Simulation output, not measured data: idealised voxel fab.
process module | voxel ribs on slabs
cross-section cut | 290 nm wide | cells 5 nm
A cross-section is a grid of square cells, given in bands from the top down. A band is one or more rows of cells.
Each band's line starts with the height of the band's top and of its bottom, in nm. Then come its materials from left to right, each with its width in nm. One material with "throughout" fills the band from edge to edge. "air" is empty space.
Height 0 is the level under which the wafer as received is all one material. The lowest band goes on downwards, as in "0 down".
A width such as "30 to 40" changes by the same amount from each row of cells to the next, from the band's top row to its bottom row.
"no change" after a step means that no cell of the cross-section changed.
closed voids: empty space of 8 cells or more with no open way to the top, each as width x height at its distance from the left edge, in nm
after a step's settings: what the simulator itself notes on the step
overlay nm, on a step with a mask: how far to the right of its planned place the mask lay; to the left if negative
plan
1 op RECEIVE | material Si
2 op DIRECTIONAL_DEP | material SiO2 | thk nm 20
3 op DIRECTIONAL_DEP | material SiN | thk nm 15
4 op PATTERN | tone cover | mask id RIB | material resist | width nm 30 | thk nm 20 | overlay nm 0
5 op DIRECTIONAL_ETCH | etch materials SiN | depth nm 10
6 op STRIP | etch materials resist
7 op PATTERN | tone cover | mask id SLAB | material resist | width nm 60 | thk nm 20 | overlay nm 0
8 op DIRECTIONAL_ETCH | etch materials SiN | depth nm 5
9 op STRIP | etch materials resist
10 op FILL_DEP | material SiO2 | thk nm 25
11 op CMP | height nm 55
12 op DIRECTIONAL_DEP | material TiN | thk nm 5
13 op DIRECTIONAL_DEP | material aC | thk nm 15
14 op PATTERN | tone cover | mask id HEATER | material resist | width nm 40 | thk nm 30 | overlay nm 0
15 op DIRECTIONAL_ETCH | etch materials aC | depth nm 15
16 op STRIP | etch materials resist
17 op DIRECTIONAL_ETCH | etch materials TiN | depth nm 5
18 op STRIP | etch materials aC
19 op CONFORMAL_DEP | material SiN | thk nm 5
as received, after step 1
  0 down: Si throughout
  closed voids: none
a wafer at the end: this start, this plan, one mistake
  65 to 60: air 120 | SiN 50 | air 120
  60 to 55: SiN 125 | TiN 40 | SiN 125
  55 to 35: SiO2 throughout
  35 to 25: SiO2 130 | SiN 30 | SiO2 130
  25 to 20: SiO2 115 | SiN 60 | SiO2 115
  20 to 0: SiN throughout
  0 down: Si throughout
  closed voids: none
what went wrong: step 2 ran as: op DIRECTIONAL_DEP | material SiN | thk nm 20
